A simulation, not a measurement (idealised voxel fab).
Process module, titled voxel capacitor over wiring
Shown is cross-section cut, with a width of 285 nm and square cells of size 5 nm.
Cross-sections here: square-cell grids, written as top-down lists of bands, a band being one or more rows of cells. Band: top and bottom heights (nm) first, top before bottom; then materials from left to right, widths in nm. "edge to edge" marks a sole material filling the band edge to edge. "empty" denotes empty space. Heights are measured from 0, the level below which the as-received wafer is all one material; the lowest band has no bottom and continues downward, written as in "0 and below". A width given as "30..40" starts at the first number in the band's top row and ends at the second number in its bottom row, shifting by an equal amount at every step from row to row. Take "everything unchanged" at face value: in the step it is given for, the cross-section changed in none of its cells. "Cavities, closed": sealed empty spaces, 8 cells or more, no open way to top, listed width x height at distance, with distance from the left edge and width, height and distance in nm. That trailing text on a step's line, after the settings, is the simulator's own remark on the step. overlay nm: mask right of planned place by this much (step with mask). Neg. = left.
Plan
1: RECEIVE [material Si]
2: CONFORMAL_DEP [material SiO2] [thk nm 10]
3: CONFORMAL_DEP [material SiN] [thk nm 5]
4: DIRECTIONAL_DEP [material SiO2] [thk nm 20]
5: MASKED_ETCH [tone open] [mask id METAL_1] [width nm 30] [pitch nm 90] [etch materials SiO2] [depth nm 20] [overlay nm 0]
6: MASKED_ETCH [tone open] [mask id METAL_1] [width nm 30] [pitch nm 90] [etch materials SiN] [depth nm 5] [overlay nm 0]
7: CONFORMAL_DEP [material TiN] [thk nm 5]
8: FILL_DEP [material W] [thk nm 5]
9: CMP [height nm 35]
10: CONFORMAL_DEP [material SiCN] [thk nm 5]
11: DIRECTIONAL_DEP [material SiO2] [thk nm 15]
12: PATTERN [tone open] [mask id PLUG_1] [material resist] [width nm 15] [thk nm 15] [overlay nm 0]
13: DIRECTIONAL_ETCH [etch materials SiO2] [depth nm 15]
14: DIRECTIONAL_ETCH [etch materials SiCN] [depth nm 5]
15: STRIP [etch materials resist]
16: EPI [material Ru] [thk nm 10]
17: EPI [material Ru] [thk nm 10]
18: DIRECTIONAL_DEP [material TiN] [thk nm 10]
19: DIRECTIONAL_DEP [material SiN] [thk nm 5]
20: DIRECTIONAL_DEP [material TiN] [thk nm 5]
21: DIRECTIONAL_DEP [material aC] [thk nm 15]
22: PATTERN [tone cover] [mask id UPPER_PLATE] [material resist] [width nm 65] [thk nm 30] [overlay nm 0]
23: DIRECTIONAL_ETCH [etch materials aC] [depth nm 15]
24: STRIP [etch materials resist]
25: DIRECTIONAL_ETCH [etch materials TiN] [depth nm 5]
26: DIRECTIONAL_ETCH [etch materials SiN] [depth nm 5]
27: STRIP [etch materials aC]
28: DIRECTIONAL_DEP [material aC] [thk nm 15]
29: PATTERN [tone cover] [mask id LOWER_PLATE] [material resist] [width nm 75] [thk nm 35] [overlay nm 0]
30: DIRECTIONAL_ETCH [etch materials aC] [depth nm 15]
31: STRIP [etch materials resist]
32: DIRECTIONAL_ETCH [etch materials TiN] [depth nm 10]
33: STRIP [etch materials aC]
34: FILL_DEP [material SiO2] [thk nm 15]
35: CMP [height nm 85]
36: DIRECTIONAL_DEP [material aC] [thk nm 15]
37: PATTERN [tone open] [mask id PLUG_2] [material resist] [width nm 15] [thk nm 35] [overlay nm 0]
38: DIRECTIONAL_ETCH [etch materials aC] [depth nm 15]
39: STRIP [etch materials resist]
40: DIRECTIONAL_ETCH [etch materials SiO2] [depth nm 10]
41: STRIP [etch materials aC]
42: CONFORMAL_DEP [material TiN] [thk nm 5]
43: FILL_DEP [material Ru] [thk nm 5]
44: CMP [height nm 85]
45: CONFORMAL_DEP [material SiN] [thk nm 5]
Cross-section, incoming material, after step 1
    0 and below | Si edge to edge
    Cavities, closed: none
This is how the wafer looks in cross-section once the module is done, given the starting state and plan above and one mistake in carrying the plan out
    90 down to 85 | SiN edge to edge
    85 down to 80 | SiO2 (105); TiN (5); SiN (50); SiO2 (125)
    80 down to 75 | SiO2 (90); TiN (5); SiO2 (10); TiN (60); SiO2 (120)
    75 down to 70 | SiO2 (90); TiN (75); SiO2 (120)
    70 down to 65 | SiO2 (95); SiN (15); SiO2 (175)
    65 down to 55 | SiO2 (95); TiN (15); SiO2 (175)
    55 down to 40 | SiO2 edge to edge
    40 down to 35 | SiCN edge to edge
    35 down to 15 | SiO2 (80); TiN (5); W (20); TiN (5); SiO2 (60); TiN (5); W (20); TiN (5); SiO2 (85)
    15 down to 10 | SiN (80); TiN (30); SiN (60); TiN (30); SiN (85)
    10 down to 0 | SiO2 edge to edge
    0 and below | Si edge to edge
    Cavities, closed: none
what went wrong: it should be noted that step 11 of the plan was executed twice
